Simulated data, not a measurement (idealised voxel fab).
process module | voxel transistor to metal
cross-section cut | 200 nm wide | cells 5 nm
A cross-section is a grid of square cells, given in bands from the top down. A band is one or more rows of cells.
Each band's line starts with the height of the band's top and of its bottom, in nm. Then come its materials from left to right, each with its width in nm. One material with "throughout" fills the band from edge to edge. "air" is empty space.
Height 0 is the level under which the wafer as received is all one material. The lowest band goes on downwards, as in "0 down".
A width such as "30 to 40" changes by the same amount from each row of cells to the next, from the band's top row to its bottom row.
"no change" after a step means that no cell of the cross-section changed.
closed voids: empty space of 8 cells or more with no open way to the top, each as width x height at its distance from the left edge, in nm
after a step's settings: what the simulator itself notes on the step
overlay nm, on a step with a mask: how far to the right of its planned place the mask lay; to the left if negative
plan
1 op RECEIVE | material Si
2 op CONFORMAL_DEP | material SiO2 | thk nm 5
3 op CONFORMAL_DEP | material SiN | thk nm 15
4 op PATTERN | tone cover | mask id ACTIVE | material resist | width nm 105 | thk nm 15 | overlay nm 0
5 op DIRECTIONAL_ETCH | etch materials SiN | depth nm 15
6 op DIRECTIONAL_ETCH | etch materials SiO2 | depth nm 5
7 op DIRECTIONAL_ETCH | etch materials Si | depth nm 35
8 op STRIP | etch materials resist
9 op OXIDIZE | depth nm 5
10 op FILL_DEP | material SiO2 | thk nm 5
11 op CMP | height nm 20
12 op SELECTIVE_ETCH | etch materials SiO2 | depth nm 15
13 op STRIP | etch materials SiN
14 op SELECTIVE_ETCH | etch materials SiO2 | depth nm 5
15 op OXIDIZE | depth nm 5
16 op DIRECTIONAL_DEP | material polySi | thk nm 30
17 op DIRECTIONAL_DEP | material SiCN | thk nm 15
18 op DIRECTIONAL_DEP | material aC | thk nm 15
19 op PATTERN | tone cover | mask id GATE | material resist | width nm 15 | thk nm 30 | overlay nm 0
20 op DIRECTIONAL_ETCH | etch materials aC | depth nm 15
21 op STRIP | etch materials resist
22 op DIRECTIONAL_ETCH | etch materials SiCN | depth nm 25
23 op DIRECTIONAL_ETCH | etch materials polySi | depth nm 40
24 op STRIP | etch materials aC
25 op CONFORMAL_DEP | material SiN | thk nm 10
26 op DIRECTIONAL_ETCH | etch materials SiN | depth nm 10
27 op DIRECTIONAL_ETCH | etch materials SiO2 | depth nm 5
28 op DIRECTIONAL_ETCH | etch materials Si | depth nm 10
29 op EPI | material pSi | thk nm 15
30 op FILL_DEP | material SiO2 | thk nm 5
31 op CMP | height nm 45
32 op DIRECTIONAL_DEP | material SiO2 | thk nm 10
33 op MASKED_ETCH | tone open | mask id CONTACT | width nm 20 | pitch nm 75 | etch materials SiO2 | depth nm 55 | overlay nm 0
34 op CONFORMAL_DEP | material TiN | thk nm 5
35 op FILL_DEP | material Ru | thk nm 10
36 op CMP | height nm 55
37 op CONFORMAL_DEP | material SiCN | thk nm 5
38 op DIRECTIONAL_DEP | material SiO2 | thk nm 20
39 op MASKED_ETCH | tone open | mask id METAL_1 | width nm 20 | pitch nm 75 | etch materials SiO2 | depth nm 20 | overlay nm 0
40 op MASKED_ETCH | tone open | mask id METAL_1 | width nm 20 | pitch nm 75 | etch materials SiCN | depth nm 5 | overlay nm 0
41 op CONFORMAL_DEP | material TiN | thk nm 5
42 op FILL_DEP | material Cu | thk nm 5
43 op CMP | height nm 80
44 op CONFORMAL_DEP | material SiCN | thk nm 5
45 op DIRECTIONAL_DEP | material lowk | thk nm 35
46 op PATTERN | tone open | mask id METAL_2 | material resist | width nm 20 | pitch nm 75 | thk nm 15 | overlay nm 0
47 op DIRECTIONAL_ETCH | etch materials lowk | depth nm 20
48 op STRIP | etch materials resist
49 op MASKED_ETCH | tone open | mask id METAL_2_HOLES | width nm 15 | pitch nm 75 | etch materials lowk | depth nm 15 | overlay nm 0
50 op MASKED_ETCH | tone open | mask id METAL_2_HOLES | width nm 15 | pitch nm 75 | etch materials SiCN | depth nm 5 | overlay nm 0
51 op CONFORMAL_DEP | material TiN | thk nm 5
52 op FILL_DEP | material Ru | thk nm 5
53 op CMP | height nm 120
54 op CONFORMAL_DEP | material SiN | thk nm 5
first wafer, as planned
as received, after step 1
  0 down: Si throughout
  closed voids: none
after step 2
  5 to 0: SiO2 throughout
  below 0: unchanged
after step 3
  20 to 5: SiN throughout
  below 5: unchanged
after step 4
  35 to 20: air 45 | resist 105 | air 50
  below 20: unchanged
after step 5
  35 to 20: air 45 | resist 105 | air 50
  20 to 5: air 45 | SiN 105 | air 50
  below 5: unchanged
after step 6
  35 to 20: air 45 | resist 105 | air 50
  20 to 5: air 45 | SiN 105 | air 50
  5 to 0: air 45 | SiO2 105 | air 50
  below 0: unchanged
after step 7
  35 to 20: air 45 | resist 105 | air 50
  20 to 5: air 45 | SiN 105 | air 50
  5 to 0: air 45 | SiO2 105 | air 50
  0 to -35: air 45 | Si 105 | air 50
  below -35: unchanged
after step 8
  20 to 5: air 45 | SiN 105 | air 50
  below 5: unchanged
after step 9
  20 to 5: air 45 | SiN 105 | air 50
  5 to 0: air 45 | SiO2 105 | air 50
  0 to -35: air 45 | SiO2 5 | Si 95 | SiO2 5 | air 50
  -35 to -40: SiO2 50 | Si 95 | SiO2 55
  below -40: unchanged
after step 10
  25 to 20: SiO2 throughout
  20 to 5: SiO2 45 | SiN 105 | SiO2 50
  5 to 0: SiO2 throughout
  0 to -40: SiO2 50 | Si 95 | SiO2 55
  below -40: unchanged
after step 11
  20 to 5: SiO2 45 | SiN 105 | SiO2 50
  below 5: unchanged
after step 12
  20 to 5: air 45 | SiN 105 | air 50
  below 5: unchanged
after step 13
  5 to 0: SiO2 throughout
  below 0: unchanged
after step 14
  0 to -40: SiO2 50 | Si 95 | SiO2 55
  below -40: unchanged
after step 15
  0 to -5: SiO2 throughout
  below -5: unchanged
after step 16
  30 to 0: polySi throughout
  below 0: unchanged
after step 17
  45 to 30: SiCN throughout
  below 30: unchanged
after step 18
  60 to 45: aC throughout
  below 45: unchanged
after step 19
  90 to 60: air 90 | resist 15 | air 95
  below 60: unchanged
after step 20
  75 to 60: air 90 | resist 15 | air 95
  60 to 45: air 90 | aC 15 | air 95
  below 45: unchanged
after step 21
  60 to 45: air 90 | aC 15 | air 95
  below 45: unchanged
after step 22
  60 to 45: air 90 | aC 15 | air 95
  45 to 30: air 90 | SiCN 15 | air 95
  below 30: unchanged
after step 23
  60 to 45: air 90 | aC 15 | air 95
  45 to 30: air 90 | SiCN 15 | air 95
  30 to 0: air 90 | polySi 15 | air 95
  below 0: unchanged
after step 24
  45 to 30: air 90 | SiCN 15 | air 95
  below 30: unchanged
after step 25
  55 to 45: air 80 | SiN 35 | air 85
  45 to 30: air 80 | SiN 10 | SiCN 15 | SiN 10 | air 85
  30 to 10: air 80 | SiN 10 | polySi 15 | SiN 10 | air 85
  10 to 0: SiN 90 | polySi 15 | SiN 95
  below 0: unchanged
after step 26
  45 to 30: air 80 | SiN 10 | SiCN 15 | SiN 10 | air 85
  30 to 0: air 80 | SiN 10 | polySi 15 | SiN 10 | air 85
  below 0: unchanged
after step 27
  45 to 30: air 80 | SiN 10 | SiCN 15 | SiN 10 | air 85
  30 to 0: air 80 | SiN 10 | polySi 15 | SiN 10 | air 85
  0 to -5: air 80 | SiO2 35 | air 85
  below -5: unchanged
after step 28
  45 to 30: air 80 | SiN 10 | SiCN 15 | SiN 10 | air 85
  30 to 0: air 80 | SiN 10 | polySi 15 | SiN 10 | air 85
  0 to -5: air 80 | SiO2 35 | air 85
  -5 to -15: SiO2 50 | air 30 | Si 35 | air 30 | SiO2 55
  below -15: unchanged
after step 29
  45 to 30: air 80 | SiN 10 | SiCN 15 | SiN 10 | air 85
  30 to 10: air 80 | SiN 10 | polySi 15 | SiN 10 | air 85
  10 to 0: air 65 | pSi 15 | SiN 10 | polySi 15 | SiN 10 | pSi 15 | air 70
  0 to -5: air 45 | pSi 35 | SiO2 35 | pSi 35 | air 50
  -5 to -15: SiO2 50 | pSi 30 | Si 35 | pSi 30 | SiO2 55
  below -15: unchanged
after step 30
  50 to 45: SiO2 throughout
  45 to 30: SiO2 80 | SiN 10 | SiCN 15 | SiN 10 | SiO2 85
  30 to 10: SiO2 80 | SiN 10 | polySi 15 | SiN 10 | SiO2 85
  10 to 0: SiO2 65 | pSi 15 | SiN 10 | polySi 15 | SiN 10 | pSi 15 | SiO2 70
  0 to -5: SiO2 45 | pSi 35 | SiO2 35 | pSi 35 | SiO2 50
  below -5: unchanged
after step 31
  45 to 30: SiO2 80 | SiN 10 | SiCN 15 | SiN 10 | SiO2 85
  below 30: unchanged
after step 32
  55 to 45: SiO2 throughout
  below 45: unchanged
after step 33
  55 to 45: SiO2 50 | air 20 | SiO2 55 | air 20 | SiO2 55
  45 to 30: SiO2 50 | air 20 | SiO2 10 | SiN 10 | SiCN 15 | SiN 10 | SiO2 10 | air 20 | SiO2 55
  30 to 10: SiO2 50 | air 20 | SiO2 10 | SiN 10 | polySi 15 | SiN 10 | SiO2 10 | air 20 | SiO2 55
  10 to 0: SiO2 50 | air 15 | pSi 15 | SiN 10 | polySi 15 | SiN 10 | pSi 15 | air 15 | SiO2 55
  below 0: unchanged
after step 34
  60 to 55: TiN 55 | air 10 | TiN 65 | air 10 | TiN 60
  55 to 45: SiO2 50 | TiN 5 | air 10 | TiN 5 | SiO2 55 | TiN 5 | air 10 | TiN 5 | SiO2 55
  45 to 30: SiO2 50 | TiN 5 | air 10 | TiN 5 | SiO2 10 | SiN 10 | SiCN 15 | SiN 10 | SiO2 10 | TiN 5 | air 10 | TiN 5 | SiO2 55
  30 to 15: SiO2 50 | TiN 5 | air 10 | TiN 5 | SiO2 10 | SiN 10 | polySi 15 | SiN 10 | SiO2 10 | TiN 5 | air 10 | TiN 5 | SiO2 55
  15 to 10: SiO2 50 | TiN 5 | air 5 | TiN 10 | SiO2 10 | SiN 10 | polySi 15 | SiN 10 | SiO2 10 | TiN 10 | air 5 | TiN 5 | SiO2 55
  10 to 5: SiO2 50 | TiN 5 | air 5 | TiN 5 | pSi 15 | SiN 10 | polySi 15 | SiN 10 | pSi 15 | TiN 5 | air 5 | TiN 5 | SiO2 55
  5 to 0: SiO2 50 | TiN 15 | pSi 15 | SiN 10 | polySi 15 | SiN 10 | pSi 15 | TiN 15 | SiO2 55
  below 0: unchanged
after step 35
  70 to 60: Ru throughout
  60 to 55: TiN 55 | Ru 10 | TiN 65 | Ru 10 | TiN 60
  55 to 45: SiO2 50 | TiN 5 | Ru 10 | TiN 5 | SiO2 55 | TiN 5 | Ru 10 | TiN 5 | SiO2 55
  45 to 30: SiO2 50 | TiN 5 | Ru 10 | TiN 5 | SiO2 10 | SiN 10 | SiCN 15 | SiN 10 | SiO2 10 | TiN 5 | Ru 10 | TiN 5 | SiO2 55
  30 to 15: SiO2 50 | TiN 5 | Ru 10 | TiN 5 | SiO2 10 | SiN 10 | polySi 15 | SiN 10 | SiO2 10 | TiN 5 | Ru 10 | TiN 5 | SiO2 55
  15 to 10: SiO2 50 | TiN 5 | Ru 5 | TiN 10 | SiO2 10 | SiN 10 | polySi 15 | SiN 10 | SiO2 10 | TiN 10 | Ru 5 | TiN 5 | SiO2 55
  10 to 5: SiO2 50 | TiN 5 | Ru 5 | TiN 5 | pSi 15 | SiN 10 | polySi 15 | SiN 10 | pSi 15 | TiN 5 | Ru 5 | TiN 5 | SiO2 55
  below 5: unchanged
after step 36
  55 to 45: SiO2 50 | TiN 5 | Ru 10 | TiN 5 | SiO2 55 | TiN 5 | Ru 10 | TiN 5 | SiO2 55
  below 45: unchanged
after step 37
  60 to 55: SiCN throughout
  below 55: unchanged
after step 38
  80 to 60: SiO2 throughout
  below 60: unchanged
after step 39
  80 to 60: SiO2 50 | air 20 | SiO2 55 | air 20 | SiO2 55
  below 60: unchanged
after step 40
  80 to 60: SiO2 50 | air 20 | SiO2 55 | air 20 | SiO2 55
  60 to 55: SiCN 50 | air 20 | SiCN 55 | air 20 | SiCN 55
  below 55: unchanged
after step 41
  85 to 80: TiN 55 | air 10 | TiN 65 | air 10 | TiN 60
  80 to 60: SiO2 50 | TiN 5 | air 10 | TiN 5 | SiO2 55 | TiN 5 | air 10 | TiN 5 | SiO2 55
  60 to 55: SiCN 50 | TiN 20 | SiCN 55 | TiN 20 | SiCN 55
  below 55: unchanged
after step 42
  90 to 85: Cu throughout
  85 to 80: TiN 55 | Cu 10 | TiN 65 | Cu 10 | TiN 60
  80 to 60: SiO2 50 | TiN 5 | Cu 10 | TiN 5 | SiO2 55 | TiN 5 | Cu 10 | TiN 5 | SiO2 55
  below 60: unchanged
after step 43
  80 to 60: SiO2 50 | TiN 5 | Cu 10 | TiN 5 | SiO2 55 | TiN 5 | Cu 10 | TiN 5 | SiO2 55
  below 60: unchanged
after step 44
  85 to 80: SiCN throughout
  below 80: unchanged
after step 45
  120 to 85: lowk throughout
  below 85: unchanged
after step 46
  135 to 120: resist 50 | air 20 | resist 55 | air 20 | resist 55
  below 120: unchanged
after step 47
  135 to 120: resist 50 | air 20 | resist 55 | air 20 | resist 55
  120 to 100: lowk 50 | air 20 | lowk 55 | air 20 | lowk 55
  below 100: unchanged
after step 48
  120 to 100: lowk 50 | air 20 | lowk 55 | air 20 | lowk 55
  below 100: unchanged
after step 49
  120 to 100: lowk 50 | air 20 | lowk 55 | air 20 | lowk 55
  100 to 85: lowk 50 | air 15 | lowk 60 | air 15 | lowk 60
  below 85: unchanged
after step 50
  120 to 100: lowk 50 | air 20 | lowk 55 | air 20 | lowk 55
  100 to 85: lowk 50 | air 15 | lowk 60 | air 15 | lowk 60
  85 to 80: SiCN 50 | air 15 | SiCN 60 | air 15 | SiCN 60
  below 80: unchanged
after step 51
  125 to 120: TiN 55 | air 10 | TiN 65 | air 10 | TiN 60
  120 to 105: lowk 50 | TiN 5 | air 10 | TiN 5 | lowk 55 | TiN 5 | air 10 | TiN 5 | lowk 55
  105 to 100: lowk 50 | TiN 5 | air 5 | TiN 10 | lowk 55 | TiN 5 | air 5 | TiN 10 | lowk 55
  100 to 85: lowk 50 | TiN 5 | air 5 | TiN 5 | lowk 60 | TiN 5 | air 5 | TiN 5 | lowk 60
  85 to 80: SiCN 50 | TiN 15 | SiCN 60 | TiN 15 | SiCN 60
  below 80: unchanged
after step 52
  130 to 125: Ru throughout
  125 to 120: TiN 55 | Ru 10 | TiN 65 | Ru 10 | TiN 60
  120 to 105: lowk 50 | TiN 5 | Ru 10 | TiN 5 | lowk 55 | TiN 5 | Ru 10 | TiN 5 | lowk 55
  105 to 100: lowk 50 | TiN 5 | Ru 5 | TiN 10 | lowk 55 | TiN 5 | Ru 5 | TiN 10 | lowk 55
  100 to 85: lowk 50 | TiN 5 | Ru 5 | TiN 5 | lowk 60 | TiN 5 | Ru 5 | TiN 5 | lowk 60
  below 85: unchanged
after step 53
  120 to 105: lowk 50 | TiN 5 | Ru 10 | TiN 5 | lowk 55 | TiN 5 | Ru 10 | TiN 5 | lowk 55
  below 105: unchanged
after step 54
  125 to 120: SiN throughout
  below 120: unchanged
second wafer: like start, like plan, one mistake. Through step 35 it matches the first wafer
when step 36 should have ended: no change
when step 37 should have ended
  75 to 70: SiCN throughout
  below 70: unchanged
when step 38 should have ended
  95 to 75: SiO2 throughout
  below 75: unchanged
when step 39 should have ended
  95 to 75: SiO2 50 | air 20 | SiO2 55 | air 20 | SiO2 55
  below 75: unchanged
when step 40 should have ended
  95 to 75: SiO2 50 | air 20 | SiO2 55 | air 20 | SiO2 55
  75 to 70: SiCN 50 | air 20 | SiCN 55 | air 20 | SiCN 55
  below 70: unchanged
when step 41 should have ended
  100 to 95: TiN 55 | air 10 | TiN 65 | air 10 | TiN 60
  95 to 75: SiO2 50 | TiN 5 | air 10 | TiN 5 | SiO2 55 | TiN 5 | air 10 | TiN 5 | SiO2 55
  75 to 70: SiCN 50 | TiN 20 | SiCN 55 | TiN 20 | SiCN 55
  below 70: unchanged
when step 42 should have ended
  105 to 100: Cu throughout
  100 to 95: TiN 55 | Cu 10 | TiN 65 | Cu 10 | TiN 60
  95 to 75: SiO2 50 | TiN 5 | Cu 10 | TiN 5 | SiO2 55 | TiN 5 | Cu 10 | TiN 5 | SiO2 55
  below 75: unchanged
when step 43 should have ended
  80 to 75: SiO2 50 | TiN 5 | Cu 10 | TiN 5 | SiO2 55 | TiN 5 | Cu 10 | TiN 5 | SiO2 55
  below 75: unchanged
when step 44 should have ended
  85 to 80: SiCN throughout
  below 80: unchanged
when step 45 should have ended
  120 to 85: lowk throughout
  below 85: unchanged
when step 46 should have ended
  135 to 120: resist 50 | air 20 | resist 55 | air 20 | resist 55
  below 120: unchanged
when step 47 should have ended
  135 to 120: resist 50 | air 20 | resist 55 | air 20 | resist 55
  120 to 100: lowk 50 | air 20 | lowk 55 | air 20 | lowk 55
  below 100: unchanged
when step 48 should have ended
  120 to 100: lowk 50 | air 20 | lowk 55 | air 20 | lowk 55
  below 100: unchanged
when step 49 should have ended
  120 to 100: lowk 50 | air 20 | lowk 55 | air 20 | lowk 55
  100 to 85: lowk 50 | air 15 | lowk 60 | air 15 | lowk 60
  below 85: unchanged
when step 50 should have ended
  120 to 100: lowk 50 | air 20 | lowk 55 | air 20 | lowk 55
  100 to 85: lowk 50 | air 15 | lowk 60 | air 15 | lowk 60
  85 to 80: SiCN 50 | air 15 | SiCN 60 | air 15 | SiCN 60
  below 80: unchanged
when step 51 should have ended
  125 to 120: TiN 55 | air 10 | TiN 65 | air 10 | TiN 60
  120 to 105: lowk 50 | TiN 5 | air 10 | TiN 5 | lowk 55 | TiN 5 | air 10 | TiN 5 | lowk 55
  105 to 100: lowk 50 | TiN 5 | air 5 | TiN 10 | lowk 55 | TiN 5 | air 5 | TiN 10 | lowk 55
  100 to 85: lowk 50 | TiN 5 | air 5 | TiN 5 | lowk 60 | TiN 5 | air 5 | TiN 5 | lowk 60
  85 to 80: SiCN 50 | TiN 15 | SiCN 60 | TiN 15 | SiCN 60
  below 80: unchanged
when step 52 should have ended
  130 to 125: Ru throughout
  125 to 120: TiN 55 | Ru 10 | TiN 65 | Ru 10 | TiN 60
  120 to 105: lowk 50 | TiN 5 | Ru 10 | TiN 5 | lowk 55 | TiN 5 | Ru 10 | TiN 5 | lowk 55
  105 to 100: lowk 50 | TiN 5 | Ru 5 | TiN 10 | lowk 55 | TiN 5 | Ru 5 | TiN 10 | lowk 55
  100 to 85: lowk 50 | TiN 5 | Ru 5 | TiN 5 | lowk 60 | TiN 5 | Ru 5 | TiN 5 | lowk 60
  below 85: unchanged
when step 53 should have ended
  120 to 105: lowk 50 | TiN 5 | Ru 10 | TiN 5 | lowk 55 | TiN 5 | Ru 10 | TiN 5 | lowk 55
  below 105: unchanged
when step 54 should have ended
  125 to 120: SiN throughout
  below 120: unchanged
what went wrong: step 36 was left out
at the end the second wafer has, in cells: 12 fewer of Cu | 84 more of Ru | 96 fewer of SiO2 | 24 more of TiN
